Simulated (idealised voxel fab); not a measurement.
This is a process module. Its name is voxel capacitor over wiring.
We display cut, a cross-section 260 nm in width whose square cells are each 5 nm.
How to read a cross-section here: the picture is a grid of square cells, written as bands going from the top down, and any band can span one or more rows of cells. The entry gives the band's vertical extent as a top height and a bottom height in nm, then its horizontal make-up as materials from left to right, each with a width in nm. "air" stands for empty space; a single material marked "all across" fills the band edge to edge. Ref level 0: as-received wafer is one material below here. Bottom band extends down with no lower bound ("0 down"). So if you see something like "30 to 40" for the width, read it as the top row of the band sitting at the first number and the bottom row at the second, with every row in between moving by the same amount as the last. Key: "identical to before" - step with no changed cell in the cross-section. In "Fully closed voids" the enclosed voids are listed, meaning empty spaces of 8 cells or larger without any opening to the top. The form is width x height at distance, distance from the left edge, units nm. Heads up: the bit after the settings on a step's line is the simulator's remark on that step. overlay nm, on a step with a mask: how far to the right of its planned place the mask lay; to the left if negative.
Listed below are the process steps as planned:
1. RECEIVE, material Si
2. CONFORMAL_DEP, material SiO2, thk nm 15
3. CONFORMAL_DEP, material SiCN, thk nm 5
4. DIRECTIONAL_DEP, material lowk, thk nm 25
5. DIRECTIONAL_DEP, material aC, thk nm 10
6. PATTERN, tone open, mask id METAL_1, material resist, width nm 20, pitch nm 80, thk nm 30, overlay nm 0
7. DIRECTIONAL_ETCH, etch materials aC, depth nm 10
8. STRIP, etch materials resist
9. DIRECTIONAL_ETCH, etch materials lowk, depth nm 25
10. DIRECTIONAL_ETCH, etch materials SiCN, depth nm 5
11. STRIP, etch materials aC
12. CONFORMAL_DEP, material TiN, thk nm 5
13. FILL_DEP, material Ru, thk nm 5
14. CMP, height nm 45
15. EPI, material Ru, thk nm 5
16. FILL_DEP, material SiCN, thk nm 5
17. DIRECTIONAL_DEP, material SiO2, thk nm 20
18. MASKED_ETCH, tone open, mask id PLUG_1, width nm 15, etch materials SiO2, depth nm 20, overlay nm 0
19. MASKED_ETCH, tone open, mask id PLUG_1, width nm 15, etch materials SiCN, depth nm 5, overlay nm 0
20. CONFORMAL_DEP, material TiN, thk nm 5
21. FILL_DEP, material W, thk nm 10
22. CMP, height nm 75
23. DIRECTIONAL_DEP, material TiN, thk nm 5
24. DIRECTIONAL_DEP, material Al2O3, thk nm 5
25. DIRECTIONAL_DEP, material TiN, thk nm 10
26. PATTERN, tone cover, mask id UPPER_PLATE, material resist, width nm 65, thk nm 15, overlay nm 0
27. DIRECTIONAL_ETCH, etch materials TiN, depth nm 10
28. DIRECTIONAL_ETCH, etch materials Al2O3, depth nm 5
29. STRIP, etch materials resist
30. PATTERN, tone cover, mask id LOWER_PLATE, material resist, width nm 75, thk nm 15, overlay nm 0
31. DIRECTIONAL_ETCH, etch materials TiN, depth nm 5
32. STRIP, etch materials resist
33. FILL_DEP, material SiO2, thk nm 20
34. CMP, height nm 110
35. PATTERN, tone open, mask id PLUG_2, material resist, width nm 15, thk nm 15, overlay nm 0
36. DIRECTIONAL_ETCH, etch materials SiO2, depth nm 15
37. STRIP, etch materials resist
38. CONFORMAL_DEP, material TiN, thk nm 5
39. FILL_DEP, material Ru, thk nm 10
40. CMP, height nm 110
41. CONFORMAL_DEP, material SiCN, thk nm 5
As received, after step 1:
0 down | Si all across
Fully closed voids: none
Starting structure and process plan are as shown above, but one mistake was made in running the module; the wafer cross-section at the end of the module follows:
115 to 110 | SiCN all across
110 to 100 | 95 of SiO2 / 5 of TiN / 5 of Ru / 5 of TiN / 150 of SiO2
100 to 95 | 95 of SiO2 / 15 of TiN / 150 of SiO2
95 to 85 | 90 of SiO2 / 60 of TiN / 110 of SiO2
85 to 80 | 90 of SiO2 / 60 of Al2O3 / 110 of SiO2
80 to 75 | 80 of SiO2 / 75 of TiN / 105 of SiO2
75 to 55 | 85 of SiO2 / 5 of TiN / 5 of W / 5 of TiN / 160 of SiO2
55 to 50 | 85 of SiCN / 15 of TiN / 160 of SiCN
50 to 45 | 75 of SiCN / 30 of Ru / 50 of SiCN / 30 of Ru / 75 of SiCN
45 to 20 | 80 of lowk / 5 of TiN / 10 of Ru / 5 of TiN / 60 of lowk / 5 of TiN / 10 of Ru / 5 of TiN / 80 of lowk
20 to 15 | 80 of SiCN / 20 of TiN / 60 of SiCN / 20 of TiN / 80 of SiCN
15 to 0 | SiO2 all across
0 down | Si all across
Fully closed voids: none
Misprocessing identified: the process deviated at step 26: the operation and settings actually run there were PATTERN, tone cover, mask id UPPER_PLATE, material resist, width nm 60, thk nm 15, overlay nm 0
